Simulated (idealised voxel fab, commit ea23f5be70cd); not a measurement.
A process module follows: voxel capacitor over wiring.
Each square cell in cross-section cut measures 5 nm, and the section as a whole is 155 nm wide.
Reading order for cross-sections: top band down to bottom band. Underlying form: a grid of square cells. Band size: one or more rows of cells.
Top, bottom (nm), then materials left to right with widths (nm); lone material tagged "full width" fills the whole band edge to edge; "blank" = empty space.
Height 0 is the level under which the wafer as received is all one material. The lowest band goes on downwards, as in "z 0 and below".
The notation "30 to 40" denotes a width that varies across the rows of cells in the band, beginning at the first number in the top row, finishing at the second number in the bottom row, and changing by an identical amount from each row to the next.
Step note "stayed the same" = no cross-section cell changed.
Closed-off voids of 8+ cells (no open route to the top) go in "Catalogued sealed voids", written width x height at distance from the left edge, in nm.
Whatever follows a step's settings on its line is a remark the simulator itself makes about that step.
The setting "overlay nm" may be written on the line of a step. When the step uses a mask, the value reports how far to the right of the planned place the mask lay, and a negative value reports that it lay to the left.
Process steps foreseen in the plan
step 1: RECEIVE | material Si
step 2: CONFORMAL_DEP | material SiO2 | thk nm 15
step 3: DIRECTIONAL_DEP | material TiN | thk nm 5
step 4: DIRECTIONAL_DEP | material W | thk nm 15
step 5: DIRECTIONAL_DEP | material aC | thk nm 10
step 6: PATTERN | tone cover | mask id METAL_1 | material resist | width nm 20 | pitch nm 75 | thk nm 25 | overlay nm 0
step 7: DIRECTIONAL_ETCH | etch materials aC | depth nm 10
step 8: STRIP | etch materials resist
step 9: DIRECTIONAL_ETCH | etch materials W | depth nm 15
step 10: DIRECTIONAL_ETCH | etch materials TiN | depth nm 5
step 11: STRIP | etch materials aC
step 12: FILL_DEP | material SiO2 | thk nm 10
step 13: CMP | height nm 35
step 14: CONFORMAL_DEP | material SiCN | thk nm 5
step 15: DIRECTIONAL_DEP | material lowk | thk nm 20
step 16: PATTERN | tone open | mask id PLUG_1 | material resist | width nm 15 | thk nm 15 | overlay nm 0
step 17: DIRECTIONAL_ETCH | etch materials lowk | depth nm 20
step 18: DIRECTIONAL_ETCH | etch materials SiCN | depth nm 5
step 19: STRIP | etch materials resist
step 20: EPI | material Ru | thk nm 10
step 21: EPI | material Ru | thk nm 10
step 22: EPI | material Ru | thk nm 5
step 23: DIRECTIONAL_DEP | material TiN | thk nm 10
step 24: DIRECTIONAL_DEP | material SiN | thk nm 5
step 25: DIRECTIONAL_DEP | material TiN | thk nm 10
step 26: MASKED_ETCH | tone cover | mask id UPPER_PLATE | width nm 60 | etch materials TiN | depth nm 10 | overlay nm 0
step 27: MASKED_ETCH | tone cover | mask id UPPER_PLATE | width nm 60 | etch materials SiN | depth nm 5 | overlay nm 0
step 28: MASKED_ETCH | tone cover | mask id LOWER_PLATE | width nm 70 | etch materials TiN | depth nm 10 | overlay nm 0
step 29: FILL_DEP | material SiO2 | thk nm 15
step 30: CMP | height nm 95
step 31: MASKED_ETCH | tone open | mask id PLUG_2 | width nm 15 | etch materials SiO2 | depth nm 10 | overlay nm 0
step 32: CONFORMAL_DEP | material TiN | thk nm 5
step 33: FILL_DEP | material Ru | thk nm 5
step 34: CMP | height nm 95
step 35: CONFORMAL_DEP | material SiN | thk nm 5
Cross-section of the wafer as it came to us, i.e., already through step 1
> z 0 and below | Si full width
> Catalogued sealed voids: none
The module was run from the start shown above using the plan shown above, but one mistake was made doing it; the resulting wafer cross-section is below
> z 100 to 95 | SiN full width
> z 95 to 90 | SiO2 45, then TiN 5, then Ru 5, then TiN 5, then SiO2 95
> z 90 to 85 | SiO2 45, then TiN 15, then SiO2 95
> z 85 to 75 | SiO2 35, then TiN 15, then SiO2 30, then TiN 15, then SiO2 60
> z 75 to 70 | SiO2 35, then SiN 15, then SiO2 30, then SiN 15, then SiO2 60
> z 70 to 60 | SiO2 30, then TiN 20, then SiO2 30, then TiN 20, then SiO2 55
> z 60 to 50 | SiO2 5, then Ru 30, then lowk 15, then TiN 30, then Ru 70, then SiO2 5
> z 50 to 45 | SiO2 5, then Ru 30, then lowk 15, then SiN 30, then Ru 70, then SiO2 5
> z 45 to 40 | SiO2 5, then Ru 30, then lowk 15, then TiN 30, then Ru 70, then SiO2 5
> z 40 to 35 | SiO2 5, then Ru 30, then SiCN 15, then TiN 30, then Ru 70, then SiO2 5
> z 35 to 20 | SiO2 30, then W 20, then SiO2 55, then W 20, then SiO2 30
> z 20 to 15 | SiO2 30, then TiN 20, then SiO2 55, then TiN 20, then SiO2 30
> z 15 to 0 | SiO2 full width
> z 0 and below | Si full width
> Catalogued sealed voids: none
What was the processing mistake? step 16 was processed under conditions differing from the plan, specifically as PATTERN | tone cover | mask id PLUG_1 | material resist | width nm 15 | thk nm 15 | overlay nm 0
